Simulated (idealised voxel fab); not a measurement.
process module | voxel self aligned contacts
cross-section cut | 300 nm wide | cells 5 nm
A cross-section is a grid of square cells, given in bands from the top down. A band is one or more rows of cells.
Each band's line starts with the height of the band's top and of its bottom, in nm. Then come its materials from left to right, each with its width in nm. One material with "throughout" fills the band from edge to edge. "air" is empty space.
Height 0 is the level under which the wafer as received is all one material. The lowest band goes on downwards, as in "0 down".
A width such as "30 to 40" changes by the same amount from each row of cells to the next, from the band's top row to its bottom row.
"no change" after a step means that no cell of the cross-section changed.
closed voids: empty space of 8 cells or more with no open way to the top, each as width x height at its distance from the left edge, in nm
after a step's settings: what the simulator itself notes on the step
overlay nm, on a step with a mask: how far to the right of its planned place the mask lay; to the left if negative
plan
1 op RECEIVE | material Si
2 op OXIDIZE | depth nm 5
3 op DIRECTIONAL_DEP | material polySi | thk nm 30
4 op DIRECTIONAL_DEP | material SiN | thk nm 20
5 op DIRECTIONAL_DEP | material aC | thk nm 10
6 op PATTERN | tone cover | mask id GATE | material resist | width nm 30 | pitch nm 65 | thk nm 30 | overlay nm 0
7 op DIRECTIONAL_ETCH | etch materials aC | depth nm 10
8 op STRIP | etch materials resist
9 op DIRECTIONAL_ETCH | etch materials SiN | depth nm 20
10 op DIRECTIONAL_ETCH | etch materials polySi | depth nm 30
11 op STRIP | etch materials aC
12 op CONFORMAL_DEP | material SiN | thk nm 5
13 op DIRECTIONAL_ETCH | etch materials SiN | depth nm 5
14 op FILL_DEP | material SiO2 | thk nm 10
15 op CMP | height nm 55
16 op MASKED_ETCH | tone open | mask id CONTACT | width nm 45 | pitch nm 65 | etch materials SiO2 | depth nm 60 | overlay nm 0
17 op CONFORMAL_DEP | material TiN | thk nm 5
18 op FILL_DEP | material Ru | thk nm 10
19 op CMP | height nm 55
20 op CONFORMAL_DEP | material SiN | thk nm 5
first wafer, as planned
as received, after step 1
  0 down: Si throughout
  closed voids: none
after step 2
  0 to -5: SiO2 throughout
  below -5: unchanged
after step 3
  30 to 0: polySi throughout
  below 0: unchanged
after step 4
  50 to 30: SiN throughout
  below 30: unchanged
after step 5
  60 to 50: aC throughout
  below 50: unchanged
after step 6
  90 to 60: air 70 | resist 30 | air 35 | resist 30 | air 35 | resist 30 | air 70
  below 60: unchanged
after step 7
  80 to 60: air 70 | resist 30 | air 35 | resist 30 | air 35 | resist 30 | air 70
  60 to 50: air 70 | aC 30 | air 35 | aC 30 | air 35 | aC 30 | air 70
  below 50: unchanged
after step 8
  60 to 50: air 70 | aC 30 | air 35 | aC 30 | air 35 | aC 30 | air 70
  below 50: unchanged
after step 9
  60 to 50: air 70 | aC 30 | air 35 | aC 30 | air 35 | aC 30 | air 70
  50 to 30: air 70 | SiN 30 | air 35 | SiN 30 | air 35 | SiN 30 | air 70
  below 30: unchanged
after step 10
  60 to 50: air 70 | aC 30 | air 35 | aC 30 | air 35 | aC 30 | air 70
  50 to 30: air 70 | SiN 30 | air 35 | SiN 30 | air 35 | SiN 30 | air 70
  30 to 0: air 70 | polySi 30 | air 35 | polySi 30 | air 35 | polySi 30 | air 70
  below 0: unchanged
after step 11
  50 to 30: air 70 | SiN 30 | air 35 | SiN 30 | air 35 | SiN 30 | air 70
  below 30: unchanged
after step 12
  55 to 30: air 65 | SiN 40 | air 25 | SiN 40 | air 25 | SiN 40 | air 65
  30 to 5: air 65 | SiN 5 | polySi 30 | SiN 5 | air 25 | SiN 5 | polySi 30 | SiN 5 | air 25 | SiN 5 | polySi 30 | SiN 5 | air 65
  5 to 0: SiN 70 | polySi 30 | SiN 35 | polySi 30 | SiN 35 | polySi 30 | SiN 70
  below 0: unchanged
after step 13
  50 to 30: air 65 | SiN 40 | air 25 | SiN 40 | air 25 | SiN 40 | air 65
  30 to 0: air 65 | SiN 5 | polySi 30 | SiN 5 | air 25 | SiN 5 | polySi 30 | SiN 5 | air 25 | SiN 5 | polySi 30 | SiN 5 | air 65
  below 0: unchanged
after step 14
  60 to 50: SiO2 throughout
  50 to 30: SiO2 65 | SiN 40 | SiO2 25 | SiN 40 | SiO2 25 | SiN 40 | SiO2 65
  30 to 0: SiO2 65 | SiN 5 | polySi 30 | SiN 5 | SiO2 25 | SiN 5 | polySi 30 | SiN 5 | SiO2 25 | SiN 5 | polySi 30 | SiN 5 | SiO2 65
  below 0: unchanged
after step 15
  55 to 50: SiO2 throughout
  below 50: unchanged
after step 16
  55 to 50: SiO2 95 | air 45 | SiO2 20 | air 45 | SiO2 95
  50 to 30: SiO2 65 | SiN 40 | air 25 | SiN 40 | air 25 | SiN 40 | SiO2 65
  30 to 0: SiO2 65 | SiN 5 | polySi 30 | SiN 5 | air 25 | SiN 5 | polySi 30 | SiN 5 | air 25 | SiN 5 | polySi 30 | SiN 5 | SiO2 65
  0 to -5: SiO2 105 | air 25 | SiO2 40 | air 25 | SiO2 105
  below -5: unchanged
after step 17
  60 to 55: TiN 100 | air 35 | TiN 30 | air 35 | TiN 100
  55 to 50: SiO2 95 | TiN 15 | air 15 | TiN 15 | SiO2 20 | TiN 15 | air 15 | TiN 15 | SiO2 95
  50 to 30: SiO2 65 | SiN 40 | TiN 5 | air 15 | TiN 5 | SiN 40 | TiN 5 | air 15 | TiN 5 | SiN 40 | SiO2 65
  30 to 0: SiO2 65 | SiN 5 | polySi 30 | SiN 5 | TiN 5 | air 15 | TiN 5 | SiN 5 | polySi 30 | SiN 5 | TiN 5 | air 15 | TiN 5 | SiN 5 | polySi 30 | SiN 5 | SiO2 65
  0 to -5: SiO2 105 | TiN 25 | SiO2 40 | TiN 25 | SiO2 105
  below -5: unchanged
after step 18
  70 to 60: Ru throughout
  60 to 55: TiN 100 | Ru 35 | TiN 30 | Ru 35 | TiN 100
  55 to 50: SiO2 95 | TiN 15 | Ru 15 | TiN 15 | SiO2 20 | TiN 15 | Ru 15 | TiN 15 | SiO2 95
  50 to 30: SiO2 65 | SiN 40 | TiN 5 | Ru 15 | TiN 5 | SiN 40 | TiN 5 | Ru 15 | TiN 5 | SiN 40 | SiO2 65
  30 to 0: SiO2 65 | SiN 5 | polySi 30 | SiN 5 | TiN 5 | Ru 15 | TiN 5 | SiN 5 | polySi 30 | SiN 5 | TiN 5 | Ru 15 | TiN 5 | SiN 5 | polySi 30 | SiN 5 | SiO2 65
  below 0: unchanged
after step 19
  55 to 50: SiO2 95 | TiN 15 | Ru 15 | TiN 15 | SiO2 20 | TiN 15 | Ru 15 | TiN 15 | SiO2 95
  below 50: unchanged
after step 20
  60 to 55: SiN throughout
  below 55: unchanged
second wafer: like start, like plan, one mistake. Through step 15 it matches the first wafer
when step 16 should have ended
  55 to 50: SiO2 90 | air 45 | SiO2 20 | air 45 | SiO2 100
  50 to 30: SiO2 65 | SiN 40 | air 25 | SiN 40 | air 25 | SiN 40 | SiO2 65
  30 to 0: SiO2 65 | SiN 5 | polySi 30 | SiN 5 | air 25 | SiN 5 | polySi 30 | SiN 5 | air 25 | SiN 5 | polySi 30 | SiN 5 | SiO2 65
  0 to -5: SiO2 105 | air 25 | SiO2 40 | air 25 | SiO2 105
  below -5: unchanged
when step 17 should have ended
  60 to 55: TiN 95 | air 35 | TiN 30 | air 35 | TiN 105
  55 to 50: SiO2 90 | TiN 20 | air 15 | TiN 10 | SiO2 20 | TiN 20 | air 15 | TiN 10 | SiO2 100
  50 to 30: SiO2 65 | SiN 40 | TiN 5 | air 15 | TiN 5 | SiN 40 | TiN 5 | air 15 | TiN 5 | SiN 40 | SiO2 65
  30 to 0: SiO2 65 | SiN 5 | polySi 30 | SiN 5 | TiN 5 | air 15 | TiN 5 | SiN 5 | polySi 30 | SiN 5 | TiN 5 | air 15 | TiN 5 | SiN 5 | polySi 30 | SiN 5 | SiO2 65
  0 to -5: SiO2 105 | TiN 25 | SiO2 40 | TiN 25 | SiO2 105
  below -5: unchanged
when step 18 should have ended
  70 to 60: Ru throughout
  60 to 55: TiN 95 | Ru 35 | TiN 30 | Ru 35 | TiN 105
  55 to 50: SiO2 90 | TiN 20 | Ru 15 | TiN 10 | SiO2 20 | TiN 20 | Ru 15 | TiN 10 | SiO2 100
  50 to 30: SiO2 65 | SiN 40 | TiN 5 | Ru 15 | TiN 5 | SiN 40 | TiN 5 | Ru 15 | TiN 5 | SiN 40 | SiO2 65
  30 to 0: SiO2 65 | SiN 5 | polySi 30 | SiN 5 | TiN 5 | Ru 15 | TiN 5 | SiN 5 | polySi 30 | SiN 5 | TiN 5 | Ru 15 | TiN 5 | SiN 5 | polySi 30 | SiN 5 | SiO2 65
  below 0: unchanged
when step 19 should have ended
  55 to 50: SiO2 90 | TiN 20 | Ru 15 | TiN 10 | SiO2 20 | TiN 20 | Ru 15 | TiN 10 | SiO2 100
  below 50: unchanged
when step 20 should have ended
  60 to 55: SiN throughout
  below 55: unchanged
what went wrong: step 16 ran as: op MASKED_ETCH | tone open | mask id CONTACT | width nm 45 | pitch nm 65 | etch materials SiO2 | depth nm 60 | overlay nm -5
at the end the second wafer has, in cells: as many of each material as the first, in other places
